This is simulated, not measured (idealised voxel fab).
Title: Process Module voxel wiring stack
Section shown: cut. Width: 205 nm. Cell size: 5 nm, square.
Heads up, the way a cross-section reads in here is a grid of square cells, handed over as bands from the top down, with every band being one or more rows of cells.
Basically the band line says how high the top is and how high the bottom is, in nm, and then what's in it from left to right, every material with its width in nm. Empty space shows up as "empty", and if a single material carries "full width" it runs the full band edge to edge.
Basically, 0 is our baseline, since under it the wafer straight out of the box is all one material. The bottom band has no lower end and keeps on going down, so it looks like "z 0 and below".
You'd read "30->40" like this: the band's top row of cells is as wide as the first number, its bottom row is as wide as the second, and going down, every row changes width by the same amount as the row before did.
No cell of the cross-section changed in a step that is given as "no alteration".
"Cavities, closed" lists enclosed empty spaces (at least 8 cells, no open path upward to the top), each as width x height at distance from the left edge, in nm.
What comes after the settings on a step's line is commentary from the simulator itself on that step.
overlay nm, on a step with a mask: how far to the right of its planned place the mask lay; to the left if negative
plan
1) RECEIVE, material Si
2) CONFORMAL_DEP, material SiO2, thk nm 10
3) DIRECTIONAL_DEP, material TiN, thk nm 5
4) DIRECTIONAL_DEP, material W, thk nm 20
5) PATTERN, tone cover, mask id METAL_1, material resist, width nm 30, pitch nm 50, thk nm 20, overlay nm 0
6) DIRECTIONAL_ETCH, etch materials W, depth nm 20
7) DIRECTIONAL_ETCH, etch materials TiN, depth nm 5
8) STRIP, etch materials resist
9) FILL_DEP, material SiO2, thk nm 10
10) CMP, height nm 35
11) CONFORMAL_DEP, material SiCN, thk nm 5
12) DIRECTIONAL_DEP, material lowk, thk nm 30
13) PATTERN, tone open, mask id METAL_2_HOLES, material resist, width nm 15, pitch nm 50, thk nm 20, overlay nm 0
14) DIRECTIONAL_ETCH, etch materials lowk, depth nm 30
15) STRIP, etch materials resist
16) PATTERN, tone open, mask id METAL_2, material resist, width nm 30, pitch nm 50, thk nm 15, overlay nm 0
17) DIRECTIONAL_ETCH, etch materials lowk, depth nm 15
18) DIRECTIONAL_ETCH, etch materials SiCN, depth nm 5
19) STRIP, etch materials resist
20) CONFORMAL_DEP, material TiN, thk nm 5
21) FILL_DEP, material Ru, thk nm 5
22) CMP, height nm 70
23) CONFORMAL_DEP, material SiCN, thk nm 5
24) DIRECTIONAL_DEP, material SiO2, thk nm 25
25) PATTERN, tone open, mask id METAL_3_HOLES, material resist, width nm 15, pitch nm 50, thk nm 20, overlay nm 0
26) DIRECTIONAL_ETCH, etch materials SiO2, depth nm 25
27) STRIP, etch materials resist
28) DIRECTIONAL_DEP, material aC, thk nm 15
29) PATTERN, tone open, mask id METAL_3, material resist, width nm 30, pitch nm 50, thk nm 35, overlay nm 0
30) DIRECTIONAL_ETCH, etch materials aC, depth nm 15
31) STRIP, etch materials resist
32) DIRECTIONAL_ETCH, etch materials SiO2, depth nm 15
33) DIRECTIONAL_ETCH, etch materials SiCN, depth nm 5
34) STRIP, etch materials aC
35) CONFORMAL_DEP, material TiN, thk nm 5
36) FILL_DEP, material Cu, thk nm 10
37) CMP, height nm 100
38) CONFORMAL_DEP, material SiCN, thk nm 5
39) DIRECTIONAL_DEP, material lowk, thk nm 35
40) DIRECTIONAL_DEP, material aC, thk nm 15
41) PATTERN, tone open, mask id METAL_4, material resist, width nm 30, pitch nm 50, thk nm 30, overlay nm 0
42) DIRECTIONAL_ETCH, etch materials aC, depth nm 15
43) STRIP, etch materials resist
44) DIRECTIONAL_ETCH, etch materials lowk, depth nm 20
45) STRIP, etch materials aC
46) PATTERN, tone open, mask id METAL_4_HOLES, material resist, width nm 15, pitch nm 50, thk nm 20, overlay nm 0
47) DIRECTIONAL_ETCH, etch materials lowk, depth nm 5
48) DIRECTIONAL_ETCH, etch materials SiCN, depth nm 5
49) STRIP, etch materials resist
50) CONFORMAL_DEP, material TiN, thk nm 5
51) FILL_DEP, material Ru, thk nm 5
52) CMP, height nm 140
53) CONFORMAL_DEP, material SiCN, thk nm 5
Split variable: depth nm, step 47. Plan value = first wafer. Wafers start alike.
This is how the first of several wafers looked in cross-section when it arrived, which is after step 1
* z 0 and below  Si full width
* Cavities, closed: none
For your reference, the table is organized with a row per wafer; each row reflects the wafer at the end of the module, indicating for each material the cells gained (+) or lost (-) since receipt, and thereafter its closed voids
depth nm 5; +22 Cu; +50 Ru; +152 SiCN; +384 SiO2; +108 TiN; +48 W; +425 lowk; Cavities, closed: none
depth nm 10; +22 Cu; +52 Ru; +152 SiCN; +384 SiO2; +112 TiN; +48 W; +419 lowk; Cavities, closed: none
depth nm 15; +22 Cu; +56 Ru; +146 SiCN; +384 SiO2; +120 TiN; +48 W; +413 lowk; Cavities, closed: none
depth nm 20; +22 Cu; +56 Ru; +146 SiCN; +384 SiO2; +120 TiN; +48 W; +413 lowk; Cavities, closed: none
depth nm 25; +22 Cu; +56 Ru; +146 SiCN; +384 SiO2; +120 TiN; +48 W; +413 lowk; Cavities, closed: none
depth nm 30; +22 Cu; +56 Ru; +146 SiCN; +384 SiO2; +120 TiN; +48 W; +413 lowk; Cavities, closed: none
